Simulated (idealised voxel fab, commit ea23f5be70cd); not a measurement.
process module | voxel air gaps
cross-section cut | 210 nm wide | cells 5 nm
A cross-section is a grid of square cells, given in bands from the top down. A band is one or more rows of cells.
Each band's line starts with the height of the band's top and of its bottom, in nm. Then come its materials from left to right, each with its width in nm. One material with "throughout" fills the band from edge to edge. "air" is empty space.
Height 0 is the level under which the wafer as received is all one material. The lowest band goes on downwards, as in "0 down".
A width such as "30 to 40" changes by the same amount from each row of cells to the next, from the band's top row to its bottom row.
"no change" after a step means that no cell of the cross-section changed.
closed voids: empty space of 8 cells or more with no open way to the top, each as width x height at its distance from the left edge, in nm
after a step's settings: what the simulator itself notes on the step
overlay nm, on a step with a mask: how far to the right of its planned place the mask lay; to the left if negative
plan
1 op RECEIVE | material Si
2 op CONFORMAL_DEP | material SiO2 | thk nm 5
3 op CONFORMAL_DEP | material SiCN | thk nm 5
4 op DIRECTIONAL_DEP | material lowk | thk nm 35
5 op MASKED_ETCH | tone open | mask id LINES | width nm 20 | pitch nm 50 | etch materials lowk | depth nm 35 | overlay nm 0
6 op CONFORMAL_DEP | material TiN | thk nm 5
7 op FILL_DEP | material W | thk nm 5
8 op CMP | height nm 50
9 op EPI | material Ru | thk nm 10
10 op SELECTIVE_ETCH | etch materials lowk | depth nm 45
11 op CONFORMAL_DEP | material SiCN | thk nm 5
varied across the wafers: thk nm of step 2. The plan shows the first wafer's value. All wafers start alike
first wafer as received, after step 1
  0 down: Si throughout
  closed voids: none
each wafer at the end: cells of each material gained (+) or lost (-) since it was received, then its closed voids
thk nm 5 | +84 Ru | +84 SiCN | +42 SiO2 | +98 TiN | +56 W | +182 lowk | closed voids: none
thk nm 10 | +64 Ru | +188 SiCN | +84 SiO2 | +64 TiN | +48 W | closed voids: 20 x 25 at 45; 20 x 25 at 95; 20 x 25 at 145
thk nm 15 | +64 Ru | +180 SiCN | +126 SiO2 | +56 TiN | +40 W | closed voids: 20 x 20 at 45; 20 x 20 at 95; 20 x 20 at 145
thk nm 20 | +64 Ru | +172 SiCN | +168 SiO2 | +48 TiN | +32 W | closed voids: 20 x 15 at 45; 20 x 15 at 95; 20 x 15 at 145
thk nm 25 | +64 Ru | +164 SiCN | +210 SiO2 | +40 TiN | +24 W | closed voids: 20 x 10 at 45; 20 x 10 at 95; 20 x 10 at 145
